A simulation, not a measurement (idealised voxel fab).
process module | voxel ribs on slabs
It is cross-section cut that appears here, measuring 250 nm in width, its square cells being 5 nm in size.
For the purposes of this document, a cross-section shall be understood as a grid of square cells, specified as bands listed in top-to-bottom order, each band consisting of one or more rows of cells. The band entry comprises the height of the band's top followed by the height of its bottom, expressed in nm, and subsequently the band's materials from left to right, each stated together with its width in nm. Where a single material is marked with the word "throughout", that material fills the band from edge to edge. The word "empty" represents empty space. Height datum 0, below which the as-received substrate wafer is one material. Lowest band open at the bottom, running downward: "0..down". Per-row width for "30..40": begins at first number (top row of band), ends at second number (bottom row), increment between rows held constant. "nothing changed" -> step changed no cross-section cell. In "Enclosed empty spaces" the enclosed voids are listed, meaning empty spaces of 8 cells or larger without any opening to the top. The form is width x height at distance, distance from the left edge, units nm. Where a step's line continues beyond its settings, the continuation is a remark by the simulator itself on that step. Each step line may optionally specify "overlay nm", which for a step with a mask gives the rightward distance between the mask's planned place and where it lay, a negative value indicating the leftward direction.

# Below is the list of planned process steps
step 1: RECEIVE (material Si)
step 2: DIRECTIONAL_DEP (material SiO2; thk nm 30)
step 3: DIRECTIONAL_DEP (material SiN; thk nm 15)
step 4: PATTERN (tone cover; mask id RIB; material resist; width nm 25; thk nm 15; overlay nm 0)
step 5: DIRECTIONAL_ETCH (etch materials SiN; depth nm 5)
step 6: STRIP (etch materials resist)
step 7: MASKED_ETCH (tone cover; mask id SLAB; width nm 55; etch materials SiN; depth nm 10; overlay nm 0)
step 8: FILL_DEP (material SiO2; thk nm 20)
step 9: CMP (height nm 60)
step 10: DIRECTIONAL_DEP (material W; thk nm 5)
step 11: MASKED_ETCH (tone cover; mask id HEATER; width nm 35; etch materials W; depth nm 5; overlay nm 0)
step 12: CONFORMAL_DEP (material SiN; thk nm 10)

# First of two wafers - as planned

# As-received state of the wafer in cross-section, equivalent to post-step 1
  0..down = Si throughout
  Enclosed empty spaces: none

# After step 2: wafer cross-section
  30..0 = SiO2 throughout
  Rest of section, below 0: as before.

# After step 3: wafer cross-section
  45..30 = SiN throughout
  Rest of section, below 30: as before.

# After step 4: wafer cross-section
  60..45 = 110 nm empty, then 25 nm resist, then 115 nm empty
  Rest of section, below 45: as before.

# After step 5: wafer cross-section
  60..45 = 110 nm empty, then 25 nm resist, then 115 nm empty
  45..40 = 110 nm empty, then 25 nm SiN, then 115 nm empty
  Rest of section, below 40: as before.

# After step 6: wafer cross-section
  45..40 = 110 nm empty, then 25 nm SiN, then 115 nm empty
  Rest of section, below 40: as before.

# After step 7: wafer cross-section
  45..40 = 110 nm empty, then 25 nm SiN, then 115 nm empty
  40..30 = 95 nm empty, then 55 nm SiN, then 100 nm empty
  Rest of section, below 30: as before.

# After step 8: wafer cross-section
  65..45 = SiO2 throughout
  45..40 = 110 nm SiO2, then 25 nm SiN, then 115 nm SiO2
  40..30 = 95 nm SiO2, then 55 nm SiN, then 100 nm SiO2
  Rest of section, below 30: as before.

# After step 9: wafer cross-section
  60..45 = SiO2 throughout
  Rest of section, below 45: as before.

# After step 10: wafer cross-section
  65..60 = W throughout
  Rest of section, below 60: as before.

# After step 11: wafer cross-section
  65..60 = 105 nm empty, then 35 nm W, then 110 nm empty
  Rest of section, below 60: as before.

# After step 12: wafer cross-section
  75..70 = 95 nm empty, then 55 nm SiN, then 100 nm empty
  70..65 = SiN throughout
  65..60 = 105 nm SiN, then 35 nm W, then 110 nm SiN
  Rest of section, below 60: as before.

# Second wafer: same start and same plan as the first, one execution error; identical to the first through step 6

# Second wafer, section view, time point: scheduled end of step 7
  45..40 = 110 nm empty, then 25 nm SiN, then 115 nm empty
  40..30 = 105 nm empty, then 55 nm SiN, then 90 nm empty
  Rest of section, below 30: as before.

# Second wafer, section view, time point: scheduled end of step 8
  65..45 = SiO2 throughout
  45..40 = 110 nm SiO2, then 25 nm SiN, then 115 nm SiO2
  40..30 = 105 nm SiO2, then 55 nm SiN, then 90 nm SiO2
  Rest of section, below 30: as before.

# Second wafer, section view, time point: scheduled end of step 9
  60..45 = SiO2 throughout
  Rest of section, below 45: as before.

# Second wafer, section view, time point: scheduled end of step 10
  65..60 = W throughout
  Rest of section, below 60: as before.

# Second wafer, section view, time point: scheduled end of step 11
  65..60 = 105 nm empty, then 35 nm W, then 110 nm empty
  Rest of section, below 60: as before.

# Second wafer, section view, time point: scheduled end of step 12
  75..70 = 95 nm empty, then 55 nm SiN, then 100 nm empty
  70..65 = SiN throughout
  65..60 = 105 nm SiN, then 35 nm W, then 110 nm SiN
  Rest of section, below 60: as before.
What broke from the plan during processing? off-plan run, step 7, actual operation and settings MASKED_ETCH (tone cover; mask id SLAB; width nm 55; etch materials SiN; depth nm 10; overlay nm 10)
When the process is done, the second wafer contains the same cell count of every material as the first wafer, but distributed over other locations.
